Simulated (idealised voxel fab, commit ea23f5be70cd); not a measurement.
Presented below is a process module, voxel spacer lines.
Cross-section cut: width 225 nm, square cells of 5 nm.
Heads up, the way a cross-section reads in here is a grid of square cells, handed over as bands from the top down, with every band being one or more rows of cells.
Heads up on the band format: heights come first, top then bottom, in nm. After that it's the materials left to right, each with its width in nm. A single material flagged "everywhere" fills the whole band edge to edge, and "air" means there's empty space there.
Heights are measured from 0, the level below which the as-received wafer is all one material; the lowest band has no bottom and continues downward, written as in "top 0, no bottom".
When a width is written as two numbers, as in "30 to 40", the first number is the width in the top row of cells of the band and the second is the width in its bottom row, and the width changes by the same amount from each row to the next.
"identical to before", as given for a step, is the statement that not any cell of the cross-section underwent a change during that step.
Entry "Sealed void list" = empty spaces >= 8 cells with no open way to the top; each as width x height at distance, distance from left edge, all nm.
That trailing text on a step's line, after the settings, is the simulator's own remark on the step.
"overlay nm" denotes, for a step that has a mask, the displacement of the mask to the right of its planned place, with negative values corresponding to the left.

-- Steps planned for the process
- 1: RECEIVE (material Si)
- 2: CONFORMAL_DEP (material Al2O3; thk nm 10)
- 3: DIRECTIONAL_DEP (material TiN; thk nm 10)
- 4: DIRECTIONAL_DEP (material aC; thk nm 25)
- 5: PATTERN (tone cover; mask id MANDREL; material resist; width nm 25; pitch nm 70; thk nm 35; overlay nm -15)
- 6: DIRECTIONAL_ETCH (etch materials aC; depth nm 25)
- 7: STRIP (etch materials resist)
- 8: CONFORMAL_DEP (material SiO2; thk nm 10)
- 9: DIRECTIONAL_ETCH (etch materials SiO2; depth nm 10)
- 10: STRIP (etch materials aC)
- 11: DIRECTIONAL_ETCH (etch materials TiN; depth nm 10)
- 12: STRIP (etch materials SiO2)
- 13: FILL_DEP (material lowk; thk nm 10)
- 14: CMP (height nm 20)
Split variable: overlay nm, step 5. Plan value = first wafer. Wafers start alike.

-- First of several wafers (as received, post step 1), cross-sectional view
> top 0, no bottom | Si everywhere
> Sealed void list: none

-- Cross-section after step 14, the final step of the module, for the first of several wafers
> top 20, bottom 10 | 5 of lowk | 10 of TiN | 25 of lowk | 10 of TiN | 25 of lowk | 10 of TiN | 25 of lowk | 10 of TiN | 25 of lowk | 10 of TiN | 25 of lowk | 10 of TiN | 35 of lowk
> top 10, bottom 0 | Al2O3 everywhere
> top 0, no bottom | Si everywhere
> Sealed void list: none

-- Cross-sectional view of the final wafer of several at the module's end
> top 20, bottom 10 | 35 of lowk | 10 of TiN | 25 of lowk | 10 of TiN | 25 of lowk | 10 of TiN | 25 of lowk | 10 of TiN | 25 of lowk | 10 of TiN | 25 of lowk | 10 of TiN | 5 of lowk
> top 10, bottom 0 | Al2O3 everywhere
> top 0, no bottom | Si everywhere
> Sealed void list: none

-- Below: a row per wafer. Contents at end of module: for every material, cells gained since receipt (+) or lost since receipt (-); then closed voids
overlay nm -15 | +90 Al2O3 | +24 TiN | +66 lowk | Sealed void list: none
overlay nm -10 | +90 Al2O3 | +24 TiN | +66 lowk | Sealed void list: none
overlay nm -5 | +90 Al2O3 | +24 TiN | +66 lowk | Sealed void list: none
overlay nm 0 | +90 Al2O3 | +24 TiN | +66 lowk | Sealed void list: none
overlay nm 5 | +90 Al2O3 | +24 TiN | +66 lowk | Sealed void list: none
overlay nm 10 | +90 Al2O3 | +24 TiN | +66 lowk | Sealed void list: none
overlay nm 15 | +90 Al2O3 | +24 TiN | +66 lowk | Sealed void list: none
